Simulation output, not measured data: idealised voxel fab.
Name of the process module below: voxel gate over fins
290 nm wide, 5 nm square cells: that's cross-section cut.
Square cells in a grid make up a cross-section in this document, and the grid is given as bands, listed from the top down, each one or more rows of cells.
It is stipulated that each band's entry specify, in nanometres, the height of the top of the band and then that of its bottom, followed by the materials of the band in left-to-right sequence, each together with its width in nanometres. A single material marked by the word "throughout" is understood to fill the band from edge to edge; the word "air" is understood to denote empty space.
Heights from 0 (as-received wafer is one material below). Bottom band endless downward, as "0 and below".
Top row gets the first number, bottom row gets the second, and each row in between changes by the same step: that is how a band width like "30 to 40" works.
Reading "remained unchanged" for a step: not a cell of the cross-section changed in it.
What "Enclosed cavities" gives you is every empty space of 8 cells or more that is cut off from the top. Each appears as width x height at distance, with the distance taken from the left edge and width, height and distance all in nm.
Past the settings on a step's line: simulator remark, on that step.
overlay nm: step with mask; distance mask lay right of planned place; negative value = left of planned place.
Each of the pairs that make up the rest of this document says: here is the cross-section before one process step, here is the cross-section after it, drawn only down to the lowest band that changed, and here, under the pair, is the step lying between them with its settings. Different pairs may come from different runs of this module on the same starting wafer, so a pair continues from the pair above it only where its entry headed "State before step" says so.
## State before step
- 0 and below  Si throughout
- Enclosed cavities: none
## Structure After Step
- 5 down to 0  SiN throughout
- Nothing below the height 0 has changed.
- Enclosed cavities: none
Formally, the process step situated between the two cross-sections above is CONFORMAL_DEP,material SiN,thk nm 5
State before step: = after-state of the pair above.
## Structure After Step
- 5 down to 0  air=100  SiN=15  air=20  SiN=15  air=20  SiN=15  air=105
- Nothing below the height 0 has changed.
- Enclosed cavities: none
Formally, the process step situated between the two cross-sections above is MASKED_ETCH,tone cover,mask id FINS,width nm 15,pitch nm 35,etch materials SiN,depth nm 5,overlay nm 0
State before step: = after-state of the pair above.
## Structure After Step
- 5 down to 0  air=100  SiN=15  air=20  SiN=15  air=20  SiN=15  air=105
- 0 down to -35  air=100  Si=15  air=20  Si=15  air=20  Si=15  air=105
- Nothing below the height -35 has changed.
- Enclosed cavities: none
Formally, the process step situated between the two cross-sections above is MASKED_ETCH,tone cover,mask id FINS,width nm 15,pitch nm 35,etch materials Si,depth nm 35,overlay nm 0
State before step: = after-state of the pair above.
## Structure After Step
- 15 down to 5  SiO2 throughout
- 5 down to 0  SiO2=100  SiN=15  SiO2=20  SiN=15  SiO2=20  SiN=15  SiO2=105
- 0 down to -35  SiO2=100  Si=15  SiO2=20  Si=15  SiO2=20  Si=15  SiO2=105
- Nothing below the height -35 has changed.
- Enclosed cavities: none
Formally, the process step situated between the two cross-sections above is FILL_DEP,material SiO2,thk nm 10
State before step: = after-state of the pair above.
## Structure After Step
- 5 down to 0  SiO2=100  SiN=15  SiO2=20  SiN=15  SiO2=20  SiN=15  SiO2=105
- Nothing below the height 0 has changed.
- Enclosed cavities: none
Formally, the process step situated between the two cross-sections above is CMP,height nm 5
State before step: = after-state of the pair above.
## Structure After Step
- 5 down to 0  air=100  SiN=15  air=20  SiN=15  air=20  SiN=15  air=105
- 0 down to -15  air=100  Si=15  air=20  Si=15  air=20  Si=15  air=105
- Nothing below the height -15 has changed.
- Enclosed cavities: none
Formally, the process step situated between the two cross-sections above is SELECTIVE_ETCH,etch materials SiO2,depth nm 20
State before step: = after-state of the pair above.
## Structure After Step
- 0 down to -15  air=100  Si=15  air=20  Si=15  air=20  Si=15  air=105
- Nothing below the height -15 has changed.
- Enclosed cavities: none
Formally, the process step situated between the two cross-sections above is STRIP,etch materials SiN
State before step: = after-state of the pair above.
## Structure After Step
- 5 down to 0  air=95  HfO2=25  air=10  HfO2=25  air=10  HfO2=25  air=100
- 0 down to -10  air=95  HfO2=5  Si=15  HfO2=5  air=10  HfO2=5  Si=15  HfO2=5  air=10  HfO2=5  Si=15  HfO2=5  air=100
- -10 down to -15  HfO2=100  Si=15  HfO2=20  Si=15  HfO2=20  Si=15  HfO2=105
- Nothing below the height -15 has changed.
- Enclosed cavities: none
Formally, the process step situated between the two cross-sections above is CONFORMAL_DEP,material HfO2,thk nm 5
State before step: = after-state of the pair above.
## Structure After Step
- 10 down to 5  air=90  TiN=105  air=95
- 5 down to 0  air=90  TiN=5  HfO2=25  TiN=10  HfO2=25  TiN=10  HfO2=25  TiN=5  air=95
- 0 down to -5  air=90  TiN=5  HfO2=5  Si=15  HfO2=5  TiN=10  HfO2=5  Si=15  HfO2=5  TiN=10  HfO2=5  Si=15  HfO2=5  TiN=5  air=95
- -5 down to -10  TiN=95  HfO2=5  Si=15  HfO2=5  TiN=10  HfO2=5  Si=15  HfO2=5  TiN=10  HfO2=5  Si=15  HfO2=5  TiN=100
- Nothing below the height -10 has changed.
- Enclosed cavities: none
Formally, the process step situated between the two cross-sections above is CONFORMAL_DEP,material TiN,thk nm 5
State before step: = after-state of the pair above.
## Structure After Step
- 20 down to 10  W throughout
- 10 down to 5  W=90  TiN=105  W=95
- 5 down to 0  W=90  TiN=5  HfO2=25  TiN=10  HfO2=25  TiN=10  HfO2=25  TiN=5  W=95
- 0 down to -5  W=90  TiN=5  HfO2=5  Si=15  HfO2=5  TiN=10  HfO2=5  Si=15  HfO2=5  TiN=10  HfO2=5  Si=15  HfO2=5  TiN=5  W=95
- Nothing below the height -5 has changed.
- Enclosed cavities: none
Formally, the process step situated between the two cross-sections above is FILL_DEP,material W,thk nm 10
State before step: = after-state of the pair above.
## Structure After Step
- 15 down to 10  W throughout
- Nothing below the height 10 has changed.
- Enclosed cavities: none
Formally, the process step situated between the two cross-sections above is CMP,height nm 15
State before step: = after-state of the pair above.
## Structure After Step
- 20 down to 15  SiN throughout
- Nothing below the height 15 has changed.
- Enclosed cavities: none
Formally, the process step situated between the two cross-sections above is CONFORMAL_DEP,material SiN,thk nm 5
## State before step
- 0 down to -15  air=100  Si=15  air=20  Si=15  air=20  Si=15  air=105
- -15 down to -35  SiO2=100  Si=15  SiO2=20  Si=15  SiO2=20  Si=15  SiO2=105
- -35 and below  Si throughout
- Enclosed cavities: none
## Structure After Step
- 5 down to 0  air=95  TiN=25  air=10  TiN=25  air=10  TiN=25  air=100
- 0 down to -10  air=95  TiN=5  Si=15  TiN=5  air=10  TiN=5  Si=15  TiN=5  air=10  TiN=5  Si=15  TiN=5  air=100
- -10 down to -15  TiN=100  Si=15  TiN=20  Si=15  TiN=20  Si=15  TiN=105
- Nothing below the height -15 has changed.
- Enclosed cavities: none
Formally, the process step situated between the two cross-sections above is CONFORMAL_DEP,material TiN,thk nm 5
State before step: = after-state of the pair above.
## Structure After Step
- 15 down to 5  W throughout
- 5 down to 0  W=95  TiN=25  W=10  TiN=25  W=10  TiN=25  W=100
- 0 down to -10  W=95  TiN=5  Si=15  TiN=5  W=10  TiN=5  Si=15  TiN=5  W=10  TiN=5  Si=15  TiN=5  W=100
- Nothing below the height -10 has changed.
- Enclosed cavities: none
Formally, the process step situated between the two cross-sections above is FILL_DEP,material W,thk nm 10
State before step: = after-state of the pair above.
## Structure After Step
- 20 down to 15  SiN throughout
- Nothing below the height 15 has changed.
- Enclosed cavities: none
Formally, the process step situated between the two cross-sections above is CONFORMAL_DEP,material SiN,thk nm 5
## State before step
- 5 down to 0  air=100  SiN=15  air=20  SiN=15  air=20  SiN=15  air=105
- 0 down to -35  air=100  Si=15  air=20  Si=15  air=20  Si=15  air=105
- -35 and below  Si throughout
- Enclosed cavities: none
## Structure After Step
- 5 down to 0  air=100  SiN=15  air=20  SiN=15  air=20  SiN=15  air=105
- 0 down to -70  air=100  Si=15  air=20  Si=15  air=20  Si=15  air=105
- Nothing below the height -70 has changed.
- Enclosed cavities: none
Formally, the process step situated between the two cross-sections above is MASKED_ETCH,tone cover,mask id FINS,width nm 15,pitch nm 35,etch materials Si,depth nm 35,overlay nm 0
State before step: = after-state of the pair above.
## Structure After Step
- 15 down to 5  SiO2 throughout
- 5 down to 0  SiO2=100  SiN=15  SiO2=20  SiN=15  SiO2=20  SiN=15  SiO2=105
- 0 down to -70  SiO2=100  Si=15  SiO2=20  Si=15  SiO2=20  Si=15  SiO2=105
- Nothing below the height -70 has changed.
- Enclosed cavities: none
Formally, the process step situated between the two cross-sections above is FILL_DEP,material SiO2,thk nm 10
State before step: = after-state of the pair above.
## Structure After Step
- 5 down to 0  SiO2=100  SiN=15  SiO2=20  SiN=15  SiO2=20  SiN=15  SiO2=105
- Nothing below the height 0 has changed.
- Enclosed cavities: none
Formally, the process step situated between the two cross-sections above is CMP,height nm 5
State before step: = after-state of the pair above.
## Structure After Step
- 5 down to 0  air=100  SiN=15  air=20  SiN=15  air=20  SiN=15  air=105
- 0 down to -15  air=100  Si=15  air=20  Si=15  air=20  Si=15  air=105
- Nothing below the height -15 has changed.
- Enclosed cavities: none
Formally, the process step situated between the two cross-sections above is SELECTIVE_ETCH,etch materials SiO2,depth nm 20
State before step: = after-state of the pair above.
## Structure After Step
- 0 down to -15  air=100  Si=15  air=20  Si=15  air=20  Si=15  air=105
- Nothing below the height -15 has changed.
- Enclosed cavities: none
Formally, the process step situated between the two cross-sections above is STRIP,etch materials SiN
State before step: = after-state of the pair above.
## Structure After Step
- 5 down to 0  air=95  HfO2=25  air=10  HfO2=25  air=10  HfO2=25  air=100
- 0 down to -10  air=95  HfO2=5  Si=15  HfO2=5  air=10  HfO2=5  Si=15  HfO2=5  air=10  HfO2=5  Si=15  HfO2=5  air=100
- -10 down to -15  HfO2=100  Si=15  HfO2=20  Si=15  HfO2=20  Si=15  HfO2=105
- Nothing below the height -15 has changed.
- Enclosed cavities: none
Formally, the process step situated between the two cross-sections above is CONFORMAL_DEP,material HfO2,thk nm 5
State before step: = after-state of the pair above.
## Structure After Step
- 10 down to 5  air=90  TiN=105  air=95
- 5 down to 0  air=90  TiN=5  HfO2=25  TiN=10  HfO2=25  TiN=10  HfO2=25  TiN=5  air=95
- 0 down to -5  air=90  TiN=5  HfO2=5  Si=15  HfO2=5  TiN=10  HfO2=5  Si=15  HfO2=5  TiN=10  HfO2=5  Si=15  HfO2=5  TiN=5  air=95
- -5 down to -10  TiN=95  HfO2=5  Si=15  HfO2=5  TiN=10  HfO2=5  Si=15  HfO2=5  TiN=10  HfO2=5  Si=15  HfO2=5  TiN=100
- Nothing below the height -10 has changed.
- Enclosed cavities: none
Formally, the process step situated between the two cross-sections above is CONFORMAL_DEP,material TiN,thk nm 5
State before step: = after-state of the pair above.
## Structure After Step
- 20 down to 10  W throughout
- 10 down to 5  W=90  TiN=105  W=95
- 5 down to 0  W=90  TiN=5  HfO2=25  TiN=10  HfO2=25  TiN=10  HfO2=25  TiN=5  W=95
- 0 down to -5  W=90  TiN=5  HfO2=5  Si=15  HfO2=5  TiN=10  HfO2=5  Si=15  HfO2=5  TiN=10  HfO2=5  Si=15  HfO2=5  TiN=5  W=95
- Nothing below the height -5 has changed.
- Enclosed cavities: none
Formally, the process step situated between the two cross-sections above is FILL_DEP,material W,thk nm 10
State before step: = after-state of the pair above.
## Structure After Step
- 15 down to 10  W throughout
- Nothing below the height 10 has changed.
- Enclosed cavities: none
Formally, the process step situated between the two cross-sections above is CMP,height nm 15
State before step: = after-state of the pair above.
## Structure After Step
- 20 down to 15  SiN throughout
- Nothing below the height 15 has changed.
- Enclosed cavities: none
Formally, the process step situated between the two cross-sections above is CONFORMAL_DEP,material SiN,thk nm 5
## State before step
- 5 down to 0  SiO2=100  SiN=15  SiO2=20  SiN=15  SiO2=20  SiN=15  SiO2=105
- 0 down to -35  SiO2=100  Si=15  SiO2=20  Si=15  SiO2=20  Si=15  SiO2=105
- -35 and below  Si throughout
- Enclosed cavities: none
## Structure After Step
- 5 down to 0  SiO2=100  air=15  SiO2=20  air=15  SiO2=20  air=15  SiO2=105
- Nothing below the height 0 has changed.
- Enclosed cavities: none
Formally, the process step situated between the two cross-sections above is STRIP,etch materials SiN
State before step: = after-state of the pair above.
## Structure After Step
- 0 down to -15  air=100  Si=15  air=20  Si=15  air=20  Si=15  air=105
- -15 down to -20  SiO2=80  air=20  Si=15  air=20  Si=15  air=20  Si=15  air=20  SiO2=85
- Nothing below the height -20 has changed.
- Enclosed cavities: none
Formally, the process step situated between the two cross-sections above is SELECTIVE_ETCH,etch materials SiO2,depth nm 20
State before step: = after-state of the pair above.
## Structure After Step
- 5 down to 0  air=95  HfO2=25  air=10  HfO2=25  air=10  HfO2=25  air=100
- 0 down to -10  air=95  HfO2=5  Si=15  HfO2=5  air=10  HfO2=5  Si=15  HfO2=5  air=10  HfO2=5  Si=15  HfO2=5  air=100
- -10 down to -15  HfO2=85  air=10  HfO2=5  Si=15  HfO2=5  air=10  HfO2=5  Si=15  HfO2=5  air=10  HfO2=5  Si=15  HfO2=5  air=10  HfO2=90
- -15 down to -20  SiO2=80  HfO2=20  Si=15  HfO2=20  Si=15  HfO2=20  Si=15  HfO2=20  SiO2=85
- Nothing below the height -20 has changed.
- Enclosed cavities: none
Formally, the process step situated between the two cross-sections above is CONFORMAL_DEP,material HfO2,thk nm 5
State before step: = after-state of the pair above.
## Structure After Step
- 10 down to 5  air=90  TiN=105  air=95
- 5 down to 0  air=90  TiN=5  HfO2=25  TiN=10  HfO2=25  TiN=10  HfO2=25  TiN=5  air=95
- 0 down to -5  air=90  TiN=5  HfO2=5  Si=15  HfO2=5  TiN=10  HfO2=5  Si=15  HfO2=5  TiN=10  HfO2=5  Si=15  HfO2=5  TiN=5  air=95
- -5 down to -10  TiN=95  HfO2=5  Si=15  HfO2=5  TiN=10  HfO2=5  Si=15  HfO2=5  TiN=10  HfO2=5  Si=15  HfO2=5  TiN=100
- -10 down to -15  HfO2=85  TiN=10  HfO2=5  Si=15  HfO2=5  TiN=10  HfO2=5  Si=15  HfO2=5  TiN=10  HfO2=5  Si=15  HfO2=5  TiN=10  HfO2=90
- Nothing below the height -15 has changed.
- Enclosed cavities: none
Formally, the process step situated between the two cross-sections above is CONFORMAL_DEP,material TiN,thk nm 5
State before step: = after-state of the pair above.
## Structure After Step
- 20 down to 10  W throughout
- 10 down to 5  W=90  TiN=105  W=95
- 5 down to 0  W=90  TiN=5  HfO2=25  TiN=10  HfO2=25  TiN=10  HfO2=25  TiN=5  W=95
- 0 down to -5  W=90  TiN=5  HfO2=5  Si=15  HfO2=5  TiN=10  HfO2=5  Si=15  HfO2=5  TiN=10  HfO2=5  Si=15  HfO2=5  TiN=5  W=95
- Nothing below the height -5 has changed.
- Enclosed cavities: none
Formally, the process step situated between the two cross-sections above is FILL_DEP,material W,thk nm 10
State before step: = after-state of the pair above.
## Structure After Step
- 15 down to 10  W throughout
- Nothing below the height 10 has changed.
- Enclosed cavities: none
Formally, the process step situated between the two cross-sections above is CMP,height nm 15
State before step: = after-state of the pair above.
## Structure After Step
- 20 down to 15  SiN throughout
- Nothing below the height 15 has changed.
- Enclosed cavities: none
Formally, the process step situated between the two cross-sections above is CONFORMAL_DEP,material SiN,thk nm 5
## State before step
- 15 down to 10  W throughout
- 10 down to 5  W=90  TiN=105  W=95
- 5 down to 0  W=90  TiN=5  HfO2=25  TiN=10  HfO2=25  TiN=10  HfO2=25  TiN=5  W=95
- 0 down to -5  W=90  TiN=5  HfO2=5  Si=15  HfO2=5  TiN=10  HfO2=5  Si=15  HfO2=5  TiN=10  HfO2=5  Si=15  HfO2=5  TiN=5  W=95
- -5 down to -10  TiN=95  HfO2=5  Si=15  HfO2=5  TiN=10  HfO2=5  Si=15  HfO2=5  TiN=10  HfO2=5  Si=15  HfO2=5  TiN=100
- -10 down to -15  HfO2=100  Si=15  HfO2=20  Si=15  HfO2=20  Si=15  HfO2=105
- -15 down to -35  SiO2=100  Si=15  SiO2=20  Si=15  SiO2=20  Si=15  SiO2=105
- -35 and below  Si throughout
- Enclosed cavities: none
## Structure After Step
- 30 down to 15  SiN throughout
- Nothing below the height 15 has changed.
- Enclosed cavities: none
Formally, the process step situated between the two cross-sections above is CONFORMAL_DEP,material SiN,thk nm 15
## State before step
- 10 down to 5  air=90  TiN=105  air=95
- 5 down to 0  air=90  TiN=5  HfO2=25  TiN=10  HfO2=25  TiN=10  HfO2=25  TiN=5  air=95
- 0 down to -5  air=90  TiN=5  HfO2=5  Si=15  HfO2=5  TiN=10  HfO2=5  Si=15  HfO2=5  TiN=10  HfO2=5  Si=15  HfO2=5  TiN=5  air=95
- -5 down to -10  TiN=95  HfO2=5  Si=15  HfO2=5  TiN=10  HfO2=5  Si=15  HfO2=5  TiN=10  HfO2=5  Si=15  HfO2=5  TiN=100
- -10 down to -15  HfO2=100  Si=15  HfO2=20  Si=15  HfO2=20  Si=15  HfO2=105
- -15 down to -35  SiO2=100  Si=15  SiO2=20  Si=15  SiO2=20  Si=15  SiO2=105
- -35 and below  Si throughout
- Enclosed cavities: none
## Structure After Step
- 20 down to 10  SiO2 throughout
- 10 down to 5  SiO2=90  TiN=105  SiO2=95
- 5 down to 0  SiO2=90  TiN=5  HfO2=25  TiN=10  HfO2=25  TiN=10  HfO2=25  TiN=5  SiO2=95
- 0 down to -5  SiO2=90  TiN=5  HfO2=5  Si=15  HfO2=5  TiN=10  HfO2=5  Si=15  HfO2=5  TiN=10  HfO2=5  Si=15  HfO2=5  TiN=5  SiO2=95
- Nothing below the height -5 has changed.
- Enclosed cavities: none
Formally, the process step situated between the two cross-sections above is FILL_DEP,material SiO2,thk nm 10
State before step: = after-state of the pair above.
## Structure After Step
- 15 down to 10  SiO2 throughout
- Nothing below the height 10 has changed.
- Enclosed cavities: none
Formally, the process step situated between the two cross-sections above is CMP,height nm 15
State before step: = after-state of the pair above.
## Structure After Step
- 20 down to 15  SiN throughout
- Nothing below the height 15 has changed.
- Enclosed cavities: none
Formally, the process step situated between the two cross-sections above is CONFORMAL_DEP,material SiN,thk nm 5
